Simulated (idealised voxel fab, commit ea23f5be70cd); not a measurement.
Proc. module: voxel wiring stack
It is cross-section cut that appears here, measuring 190 nm in width, its square cells being 5 nm in size.
This document writes a cross-section as a grid whose cells are square, and gives it as bands, listed from the top down; one or more rows of cells form a band.
Look at the band entry: it leads with the top's height and the bottom's height in nm. Then it lists the materials left to right, with a width in nm for each. The word "edge to edge" on a single material says that material fills the band edge to edge. The word "air" is empty space.
Counting heights begins at 0, where everything beneath is, in the wafer as received, one material. The lowest band has no bottom; it goes on downwards, as "0 -> down" shows.
Top row gets the first number, bottom row gets the second, and each row in between changes by the same step: that is how a band width like "30..40" works.
Step marked "no change"? Then no cell in the cross-section changed in it.
You'll see "Closed void table" listing empty spaces that have no way open to the top, as long as they're 8 cells or more; the notation is width x height at distance, where the distance is from the left edge, and all of it is in nm.
On a step's line, text after the settings is the simulator commenting on that step.
You can add "overlay nm" to a step's line. For a step with a mask, it describes how far the mask lay to the right of its planned position, and a negative number describes a lay to the left.

### Intended process steps
1) RECEIVE,material Si
2) CONFORMAL_DEP,material SiO2,thk nm 10
3) CONFORMAL_DEP,material SiCN,thk nm 5
4) DIRECTIONAL_DEP,material lowk,thk nm 20
5) MASKED_ETCH,tone open,mask id METAL_1,width nm 25,pitch nm 40,etch materials lowk,depth nm 20,overlay nm 0
6) MASKED_ETCH,tone open,mask id METAL_1,width nm 25,pitch nm 40,etch materials SiCN,depth nm 5,overlay nm 0
7) CONFORMAL_DEP,material TiN,thk nm 5
8) FILL_DEP,material W,thk nm 10
9) CMP,height nm 35
10) CONFORMAL_DEP,material SiCN,thk nm 5
11) DIRECTIONAL_DEP,material lowk,thk nm 10
12) PATTERN,tone open,mask id PLUG_1,material resist,width nm 15,pitch nm 40,thk nm 20,overlay nm 0
13) DIRECTIONAL_ETCH,etch materials lowk,depth nm 10
14) DIRECTIONAL_ETCH,etch materials SiCN,depth nm 5
15) STRIP,etch materials resist
16) EPI,material Ru,thk nm 10
17) EPI,material Ru,thk nm 5
18) CONFORMAL_DEP,material SiCN,thk nm 5
19) DIRECTIONAL_DEP,material lowk,thk nm 15
20) DIRECTIONAL_DEP,material aC,thk nm 10
21) PATTERN,tone open,mask id METAL_2,material resist,width nm 25,pitch nm 40,thk nm 25,overlay nm -15
22) DIRECTIONAL_ETCH,etch materials aC,depth nm 10
23) STRIP,etch materials resist
24) DIRECTIONAL_ETCH,etch materials lowk,depth nm 15
25) DIRECTIONAL_ETCH,etch materials SiCN,depth nm 5
26) STRIP,etch materials aC
27) CONFORMAL_DEP,material TiN,thk nm 5
28) FILL_DEP,material Ru,thk nm 10
29) CMP,height nm 70
30) EPI,material Ru,thk nm 5
31) FILL_DEP,material SiCN,thk nm 5
32) DIRECTIONAL_DEP,material lowk,thk nm 30
33) MASKED_ETCH,tone open,mask id METAL_3,width nm 25,pitch nm 40,etch materials lowk,depth nm 20,overlay nm 0
34) DIRECTIONAL_DEP,material aC,thk nm 15
35) PATTERN,tone open,mask id METAL_3_HOLES,material resist,width nm 15,thk nm 35,overlay nm 0
36) DIRECTIONAL_ETCH,etch materials aC,depth nm 15
37) STRIP,etch materials resist
38) DIRECTIONAL_ETCH,etch materials lowk,depth nm 10
39) DIRECTIONAL_ETCH,etch materials SiCN,depth nm 5
40) STRIP,etch materials aC
41) CONFORMAL_DEP,material TiN,thk nm 5
42) FILL_DEP,material Ru,thk nm 5
43) CMP,height nm 110
44) CONFORMAL_DEP,material SiN,thk nm 5
For clarity, it should be stated that the wafers under discussion commence in an identical condition and differ with respect to the overlay nm of step 21, the plan indicating the value that the first wafer had.

### Cross-sectional view of the first of several wafers in the as-received condition, corresponding to the state following step 1
  0 -> down = Si edge to edge
  Closed void table: none

### Module finished, last step 44 done: cross-section of the first of several wafers
  115 -> 110 = SiN edge to edge
  110 -> 95 = lowk=60 | TiN=5 | Ru=15 | TiN=5 | lowk=15 | TiN=5 | Ru=15 | TiN=5 | lowk=65
  95 -> 90 = lowk=60 | TiN=5 | Ru=5 | TiN=15 | lowk=15 | TiN=25 | lowk=65
  90 -> 80 = lowk=60 | TiN=5 | Ru=5 | TiN=5 | lowk=115
  80 -> 75 = SiCN=60 | TiN=15 | SiCN=115
  75 -> 70 = SiCN=40 | Ru=35 | SiCN=5 | Ru=35 | SiCN=75
  70 -> 55 = lowk=45 | TiN=5 | Ru=15 | TiN=5 | lowk=15 | TiN=5 | Ru=15 | TiN=5 | lowk=80
  55 -> 50 = SiCN=45 | TiN=25 | SiCN=15 | TiN=25 | SiCN=80
  50 -> 40 = lowk=60 | Ru=15 | lowk=25 | Ru=15 | lowk=75
  40 -> 35 = SiCN=60 | Ru=15 | SiCN=25 | Ru=15 | SiCN=75
  35 -> 15 = lowk=60 | TiN=5 | W=15 | TiN=5 | lowk=15 | TiN=5 | W=15 | TiN=5 | lowk=65
  15 -> 10 = SiCN=60 | TiN=25 | SiCN=15 | TiN=25 | SiCN=65
  10 -> 0 = SiO2 edge to edge
  0 -> down = Si edge to edge
  Closed void table: none

### Last wafer of the set, cross-sectioned at end of module
  115 -> 110 = SiN edge to edge
  110 -> 95 = lowk=60 | TiN=5 | Ru=15 | TiN=5 | lowk=15 | TiN=5 | Ru=15 | TiN=5 | lowk=65
  95 -> 90 = lowk=60 | TiN=5 | Ru=5 | TiN=15 | lowk=15 | TiN=25 | lowk=65
  90 -> 80 = lowk=60 | TiN=5 | Ru=5 | TiN=5 | lowk=115
  80 -> 75 = SiCN=60 | TiN=15 | SiCN=115
  75 -> 70 = SiCN=70 | Ru=35 | SiCN=5 | Ru=35 | SiCN=45
  70 -> 55 = lowk=75 | TiN=5 | Ru=15 | TiN=5 | lowk=15 | TiN=5 | Ru=15 | TiN=5 | lowk=50
  55 -> 50 = SiCN=75 | TiN=25 | SiCN=15 | TiN=25 | SiCN=50
  50 -> 40 = lowk=60 | Ru=15 | lowk=25 | Ru=15 | lowk=75
  40 -> 35 = SiCN=60 | Ru=15 | SiCN=25 | Ru=15 | SiCN=75
  35 -> 15 = lowk=60 | TiN=5 | W=15 | TiN=5 | lowk=15 | TiN=5 | W=15 | TiN=5 | lowk=65
  15 -> 10 = SiCN=60 | TiN=25 | SiCN=15 | TiN=25 | SiCN=65
  10 -> 0 = SiO2 edge to edge
  0 -> down = Si edge to edge
  Closed void table: none

### Tabulated below, wafer by wafer, are the end-of-module results: for each material, the number of cells gained (+) or lost (-) relative to the as-received state, followed by the closed voids
overlay nm -15, +71 Ru, +147 SiCN, +38 SiN, +76 SiO2, +76 TiN, +24 W, +442 lowk, Closed void table: none
overlay nm -10, +71 Ru, +147 SiCN, +38 SiN, +76 SiO2, +76 TiN, +24 W, +442 lowk, Closed void table: none
overlay nm -5, +71 Ru, +147 SiCN, +38 SiN, +76 SiO2, +76 TiN, +24 W, +442 lowk, Closed void table: none
overlay nm 0, +71 Ru, +147 SiCN, +38 SiN, +76 SiO2, +76 TiN, +24 W, +442 lowk, Closed void table: none
overlay nm 5, +71 Ru, +147 SiCN, +38 SiN, +76 SiO2, +76 TiN, +24 W, +442 lowk, Closed void table: none
overlay nm 10, +71 Ru, +147 SiCN, +38 SiN, +76 SiO2, +76 TiN, +24 W, +442 lowk, Closed void table: none
overlay nm 15, +71 Ru, +147 SiCN, +38 SiN, +76 SiO2, +76 TiN, +24 W, +442 lowk, Closed void table: none
